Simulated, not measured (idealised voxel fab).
process module | voxel wiring stack
cross-section cut | 185 nm wide | cells 5 nm
A cross-section is a grid of square cells, given in bands from the top down. A band is one or more rows of cells.
Each band's line starts with the height of the band's top and of its bottom, in nm. Then come its materials from left to right, each with its width in nm. One material with "throughout" fills the band from edge to edge. "air" is empty space.
Height 0 is the level under which the wafer as received is all one material. The lowest band goes on downwards, as in "0 down".
A width such as "30 to 40" changes by the same amount from each row of cells to the next, from the band's top row to its bottom row.
"no change" after a step means that no cell of the cross-section changed.
closed voids: empty space of 8 cells or more with no open way to the top, each as width x height at its distance from the left edge, in nm
after a step's settings: what the simulator itself notes on the step
overlay nm, on a step with a mask: how far to the right of its planned place the mask lay; to the left if negative
plan
1 op RECEIVE | material Si
2 op CONFORMAL_DEP | material SiO2 | thk nm 10
3 op CONFORMAL_DEP | material SiCN | thk nm 5
4 op DIRECTIONAL_DEP | material SiO2 | thk nm 20
5 op PATTERN | tone open | mask id METAL_1 | material resist | width nm 25 | pitch nm 40 | thk nm 15 | overlay nm 0
6 op DIRECTIONAL_ETCH | etch materials SiO2 | depth nm 20
7 op DIRECTIONAL_ETCH | etch materials SiCN | depth nm 5
8 op STRIP | etch materials resist
9 op CONFORMAL_DEP | material TiN | thk nm 5
10 op FILL_DEP | material Cu | thk nm 5
11 op CMP | height nm 35
12 op CONFORMAL_DEP | material SiCN | thk nm 5
13 op DIRECTIONAL_DEP | material SiO2 | thk nm 30
14 op MASKED_ETCH | tone open | mask id METAL_2_HOLES | width nm 15 | pitch nm 80 | etch materials SiO2 | depth nm 30 | overlay nm 0
15 op MASKED_ETCH | tone open | mask id METAL_2 | width nm 25 | pitch nm 40 | etch materials SiO2 | depth nm 20 | overlay nm 0
16 op MASKED_ETCH | tone open | mask id METAL_2 | width nm 25 | pitch nm 40 | etch materials SiCN | depth nm 5 | overlay nm 0
17 op CONFORMAL_DEP | material TiN | thk nm 5
18 op FILL_DEP | material Cu | thk nm 10
19 op CMP | height nm 70
20 op CONFORMAL_DEP | material SiN | thk nm 5
as received, after step 1
  0 down: Si throughout
  closed voids: none
a wafer at the end: this start, this plan, one mistake
  75 to 70: SiN throughout
  70 to 55: SiO2 20 | TiN 5 | Cu 15 | TiN 5 | SiO2 15 | TiN 5 | Cu 15 | TiN 5 | SiO2 15 | TiN 5 | Cu 15 | TiN 5 | SiO2 15 | TiN 5 | Cu 15 | TiN 5 | SiO2 20
  55 to 50: SiO2 20 | TiN 10 | Cu 5 | TiN 10 | SiO2 15 | TiN 25 | SiO2 15 | TiN 10 | Cu 5 | TiN 10 | SiO2 15 | TiN 25 | SiO2 20
  50 to 40: SiO2 25 | TiN 5 | Cu 5 | TiN 5 | SiO2 65 | TiN 5 | Cu 5 | TiN 5 | SiO2 65
  40 to 35: SiCN 25 | TiN 15 | SiCN 65 | TiN 15 | SiCN 65
  35 to 15: SiO2 20 | TiN 5 | Cu 15 | TiN 5 | SiO2 15 | TiN 5 | Cu 15 | TiN 5 | SiO2 15 | TiN 5 | Cu 15 | TiN 5 | SiO2 15 | TiN 5 | Cu 15 | TiN 5 | SiO2 20
  15 to 10: SiCN 20 | TiN 25 | SiCN 15 | TiN 25 | SiCN 15 | TiN 25 | SiCN 15 | TiN 25 | SiCN 20
  10 to 0: SiO2 throughout
  0 down: Si throughout
  closed voids: none
what went wrong: step 14 ran as: op MASKED_ETCH | tone open | mask id METAL_2_HOLES | width nm 15 | pitch nm 80 | etch materials SiO2 | depth nm 30 | overlay nm 5
